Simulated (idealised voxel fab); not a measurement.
process module | voxel self aligned contacts
cross-section cut | 200 nm wide | cells 5 nm
A cross-section is a grid of square cells, given in bands from the top down. A band is one or more rows of cells.
Each band's line starts with the height of the band's top and of its bottom, in nm. Then come its materials from left to right, each with its width in nm. One material with "throughout" fills the band from edge to edge. "air" is empty space.
Height 0 is the level under which the wafer as received is all one material. The lowest band goes on downwards, as in "0 down".
A width such as "30 to 40" changes by the same amount from each row of cells to the next, from the band's top row to its bottom row.
"no change" after a step means that no cell of the cross-section changed.
closed voids: empty space of 8 cells or more with no open way to the top, each as width x height at its distance from the left edge, in nm
after a step's settings: what the simulator itself notes on the step
overlay nm, on a step with a mask: how far to the right of its planned place the mask lay; to the left if negative
plan
1 op RECEIVE | material Si
2 op CONFORMAL_DEP | material SiO2 | thk nm 5
3 op DIRECTIONAL_DEP | material polySi | thk nm 20
4 op DIRECTIONAL_DEP | material SiN | thk nm 20
5 op PATTERN | tone cover | mask id GATE | material resist | width nm 35 | pitch nm 70 | thk nm 20 | overlay nm 0
6 op DIRECTIONAL_ETCH | etch materials SiN | depth nm 20
7 op DIRECTIONAL_ETCH | etch materials polySi | depth nm 20
8 op STRIP | etch materials resist
9 op CONFORMAL_DEP | material SiN | thk nm 5
10 op DIRECTIONAL_ETCH | etch materials SiN | depth nm 5
11 op FILL_DEP | material SiO2 | thk nm 20
12 op CMP | height nm 55
13 op MASKED_ETCH | tone open | mask id CONTACT | width nm 55 | etch materials SiO2 | depth nm 55 | overlay nm 0
14 op CONFORMAL_DEP | material TiN | thk nm 5
15 op FILL_DEP | material Ru | thk nm 5
16 op CMP | height nm 55
17 op CONFORMAL_DEP | material SiN | thk nm 5
first wafer, as planned
as received, after step 1
  0 down: Si throughout
  closed voids: none
after step 2
  5 to 0: SiO2 throughout
  below 0: unchanged
after step 3
  25 to 5: polySi throughout
  below 5: unchanged
after step 4
  45 to 25: SiN throughout
  below 25: unchanged
after step 5
  65 to 45: air 45 | resist 35 | air 35 | resist 35 | air 50
  below 45: unchanged
after step 6
  65 to 45: air 45 | resist 35 | air 35 | resist 35 | air 50
  45 to 25: air 45 | SiN 35 | air 35 | SiN 35 | air 50
  below 25: unchanged
after step 7
  65 to 45: air 45 | resist 35 | air 35 | resist 35 | air 50
  45 to 25: air 45 | SiN 35 | air 35 | SiN 35 | air 50
  25 to 5: air 45 | polySi 35 | air 35 | polySi 35 | air 50
  below 5: unchanged
after step 8
  45 to 25: air 45 | SiN 35 | air 35 | SiN 35 | air 50
  below 25: unchanged
after step 9
  50 to 25: air 40 | SiN 45 | air 25 | SiN 45 | air 45
  25 to 10: air 40 | SiN 5 | polySi 35 | SiN 5 | air 25 | SiN 5 | polySi 35 | SiN 5 | air 45
  10 to 5: SiN 45 | polySi 35 | SiN 35 | polySi 35 | SiN 50
  below 5: unchanged
after step 10
  45 to 25: air 40 | SiN 45 | air 25 | SiN 45 | air 45
  25 to 5: air 40 | SiN 5 | polySi 35 | SiN 5 | air 25 | SiN 5 | polySi 35 | SiN 5 | air 45
  below 5: unchanged
after step 11
  65 to 45: SiO2 throughout
  45 to 25: SiO2 40 | SiN 45 | SiO2 25 | SiN 45 | SiO2 45
  25 to 5: SiO2 40 | SiN 5 | polySi 35 | SiN 5 | SiO2 25 | SiN 5 | polySi 35 | SiN 5 | SiO2 45
  below 5: unchanged
after step 12
  55 to 45: SiO2 throughout
  below 45: unchanged
after step 13
  55 to 45: SiO2 70 | air 55 | SiO2 75
  45 to 25: SiO2 40 | SiN 45 | air 25 | SiN 45 | SiO2 45
  25 to 5: SiO2 40 | SiN 5 | polySi 35 | SiN 5 | air 25 | SiN 5 | polySi 35 | SiN 5 | SiO2 45
  5 to 0: SiO2 85 | air 25 | SiO2 90
  below 0: unchanged
after step 14
  60 to 55: TiN 75 | air 45 | TiN 80
  55 to 45: SiO2 70 | TiN 5 to 20 | air 45 to 15 | TiN 5 to 20 | SiO2 75
  45 to 25: SiO2 40 | SiN 45 | TiN 5 | air 15 | TiN 5 | SiN 45 | SiO2 45
  25 to 5: SiO2 40 | SiN 5 | polySi 35 | SiN 5 | TiN 5 | air 15 | TiN 5 | SiN 5 | polySi 35 | SiN 5 | SiO2 45
  5 to 0: SiO2 85 | TiN 25 | SiO2 90
  below 0: unchanged
after step 15
  65 to 60: Ru throughout
  60 to 55: TiN 75 | Ru 45 | TiN 80
  55 to 45: SiO2 70 | TiN 5 to 20 | Ru 45 to 15 | TiN 5 to 20 | SiO2 75
  45 to 25: SiO2 40 | SiN 45 | TiN 5 | Ru 15 | TiN 5 | SiN 45 | SiO2 45
  25 to 5: SiO2 40 | SiN 5 | polySi 35 | SiN 5 | TiN 5 | Ru 15 | TiN 5 | SiN 5 | polySi 35 | SiN 5 | SiO2 45
  below 5: unchanged
after step 16
  55 to 45: SiO2 70 | TiN 5 to 20 | Ru 45 to 15 | TiN 5 to 20 | SiO2 75
  below 45: unchanged
after step 17
  60 to 55: SiN throughout
  below 55: unchanged
second wafer: like start, like plan, one mistake. Through step 2 it matches the first wafer
when step 3 should have ended
  15 to 5: polySi throughout
  below 5: unchanged
when step 4 should have ended
  35 to 15: SiN throughout
  below 15: unchanged
when step 5 should have ended
  55 to 35: air 45 | resist 35 | air 35 | resist 35 | air 50
  below 35: unchanged
when step 6 should have ended
  55 to 35: air 45 | resist 35 | air 35 | resist 35 | air 50
  35 to 15: air 45 | SiN 35 | air 35 | SiN 35 | air 50
  below 15: unchanged
when step 7 should have ended
  55 to 35: air 45 | resist 35 | air 35 | resist 35 | air 50
  35 to 15: air 45 | SiN 35 | air 35 | SiN 35 | air 50
  15 to 5: air 45 | polySi 35 | air 35 | polySi 35 | air 50
  below 5: unchanged
when step 8 should have ended
  35 to 15: air 45 | SiN 35 | air 35 | SiN 35 | air 50
  below 15: unchanged
when step 9 should have ended
  40 to 15: air 40 | SiN 45 | air 25 | SiN 45 | air 45
  15 to 10: air 40 | SiN 5 | polySi 35 | SiN 5 | air 25 | SiN 5 | polySi 35 | SiN 5 | air 45
  10 to 5: SiN 45 | polySi 35 | SiN 35 | polySi 35 | SiN 50
  below 5: unchanged
when step 10 should have ended
  35 to 15: air 40 | SiN 45 | air 25 | SiN 45 | air 45
  15 to 5: air 40 | SiN 5 | polySi 35 | SiN 5 | air 25 | SiN 5 | polySi 35 | SiN 5 | air 45
  below 5: unchanged
when step 11 should have ended
  55 to 35: SiO2 throughout
  35 to 15: SiO2 40 | SiN 45 | SiO2 25 | SiN 45 | SiO2 45
  15 to 5: SiO2 40 | SiN 5 | polySi 35 | SiN 5 | SiO2 25 | SiN 5 | polySi 35 | SiN 5 | SiO2 45
  below 5: unchanged
when step 12 should have ended: no change
when step 13 should have ended
  55 to 35: SiO2 70 | air 55 | SiO2 75
  35 to 15: SiO2 40 | SiN 45 | air 25 | SiN 45 | SiO2 45
  15 to 5: SiO2 40 | SiN 5 | polySi 35 | SiN 5 | air 25 | SiN 5 | polySi 35 | SiN 5 | SiO2 45
  5 to 0: SiO2 85 | air 25 | SiO2 90
  below 0: unchanged
when step 14 should have ended
  60 to 55: TiN 75 | air 45 | TiN 80
  55 to 40: SiO2 70 | TiN 5 | air 45 | TiN 5 | SiO2 75
  40 to 35: SiO2 70 | TiN 20 | air 15 | TiN 20 | SiO2 75
  35 to 15: SiO2 40 | SiN 45 | TiN 5 | air 15 | TiN 5 | SiN 45 | SiO2 45
  15 to 5: SiO2 40 | SiN 5 | polySi 35 | SiN 5 | TiN 5 | air 15 | TiN 5 | SiN 5 | polySi 35 | SiN 5 | SiO2 45
  5 to 0: SiO2 85 | TiN 25 | SiO2 90
  below 0: unchanged
when step 15 should have ended
  65 to 60: Ru throughout
  60 to 55: TiN 75 | Ru 45 | TiN 80
  55 to 40: SiO2 70 | TiN 5 | Ru 45 | TiN 5 | SiO2 75
  40 to 35: SiO2 70 | TiN 20 | Ru 15 | TiN 20 | SiO2 75
  35 to 15: SiO2 40 | SiN 45 | TiN 5 | Ru 15 | TiN 5 | SiN 45 | SiO2 45
  15 to 5: SiO2 40 | SiN 5 | polySi 35 | SiN 5 | TiN 5 | Ru 15 | TiN 5 | SiN 5 | polySi 35 | SiN 5 | SiO2 45
  below 5: unchanged
when step 16 should have ended
  55 to 40: SiO2 70 | TiN 5 | Ru 45 | TiN 5 | SiO2 75
  below 40: unchanged
when step 17 should have ended
  60 to 55: SiN throughout
  below 55: unchanged
what went wrong: step 3 ran as: op DIRECTIONAL_DEP | material polySi | thk nm 10
at the end the second wafer has, in cells: 12 more of Ru | 8 fewer of SiN | 24 more of SiO2 | 28 fewer of polySi
